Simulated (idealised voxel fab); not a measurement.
Process module under the name voxel self aligned vias
The width of the displayed cross-section, cut, is 290 nm; its cells are square, with a size of 5 nm.
A cross-section is a grid of square cells, given in bands from the top down. A band is one or more rows of cells.
First you get the band's top height and its bottom height, in nm, and then the materials it's made of, left to right, with each width in nm. If you see a single material with "throughout", that one covers the band edge to edge. "empty" is empty space.
Height 0 is the level under which the wafer as received is all one material. The lowest band goes on downwards, as in "0 -> down".
With a width like "30 to 40", each row of cells in the band differs from the next by the same amount, the top row carrying the first number and the bottom row the second.
Where the words "no modification" appear for a step, the cross-section shows no cell changed by that step; every cell remained as before.
"Closed void roster" lists enclosed empty spaces (at least 8 cells, no open path upward to the top), each as width x height at distance from the left edge, in nm.
Where a step's line continues beyond its settings, the continuation is a remark by the simulator itself on that step.
overlay nm: for a step with a mask, the amount by which the mask lay right of where it was planned; a negative amount means left of it.

# Below is the list of planned process steps
1) RECEIVE [material Si]
2) CONFORMAL_DEP [material SiO2] [thk nm 15]
3) CONFORMAL_DEP [material SiCN] [thk nm 5]
4) DIRECTIONAL_DEP [material lowk] [thk nm 30]
5) DIRECTIONAL_DEP [material aC] [thk nm 15]
6) PATTERN [tone open] [mask id LINES] [material resist] [width nm 25] [pitch nm 60] [thk nm 35] [overlay nm 0]
7) DIRECTIONAL_ETCH [etch materials aC] [depth nm 15]
8) STRIP [etch materials resist]
9) DIRECTIONAL_ETCH [etch materials lowk] [depth nm 30]
10) STRIP [etch materials aC]
11) CONFORMAL_DEP [material TiN] [thk nm 5]
12) FILL_DEP [material W] [thk nm 10]
13) CMP [height nm 50]
14) SELECTIVE_ETCH [etch materials W Ru TiN] [depth nm 5]
15) FILL_DEP [material SiN] [thk nm 10]
16) CMP [height nm 50]
17) DIRECTIONAL_DEP [material lowk] [thk nm 15]
18) MASKED_ETCH [tone open] [mask id VIAS] [width nm 45] [pitch nm 60] [etch materials lowk] [depth nm 15] [overlay nm 0]
19) MASKED_ETCH [tone open] [mask id VIAS] [width nm 45] [pitch nm 60] [etch materials SiN] [depth nm 5] [overlay nm -15]
20) CONFORMAL_DEP [material TiN] [thk nm 5]
21) FILL_DEP [material Cu] [thk nm 5]
22) CMP [height nm 65]
23) CONFORMAL_DEP [material SiCN] [thk nm 5]
The overlay nm used in step 19 is not the same on every wafer, whereas the starting condition is; the value printed in the plan is the first wafer's.

# Cross-section of the first of several received wafers, showing its state after step 1
- 0 -> down | Si throughout
- Closed void roster: none

# Below is a per-wafer table. In it, each row describes the wafer at the end of the module by giving, for each material, the number of cells gained (+) or lost (-) since the wafer was received, and after that the closed voids of the wafer
overlay nm -15; +48 Cu; +116 SiCN; +3 SiN; +174 SiO2; +84 TiN; +36 W; +351 lowk; Closed void roster: none
overlay nm -10; +51 Cu; +116 SiCN; +174 SiO2; +84 TiN; +36 W; +351 lowk; Closed void roster: none
overlay nm -5; +51 Cu; +116 SiCN; +174 SiO2; +84 TiN; +36 W; +351 lowk; Closed void roster: none
overlay nm 0; +51 Cu; +116 SiCN; +174 SiO2; +84 TiN; +36 W; +351 lowk; Closed void roster: none
overlay nm 5; +51 Cu; +116 SiCN; +174 SiO2; +84 TiN; +36 W; +351 lowk; Closed void roster: none
overlay nm 10; +51 Cu; +116 SiCN; +174 SiO2; +84 TiN; +36 W; +351 lowk; Closed void roster: none
overlay nm 15; +48 Cu; +116 SiCN; +3 SiN; +174 SiO2; +84 TiN; +36 W; +351 lowk; Closed void roster: none
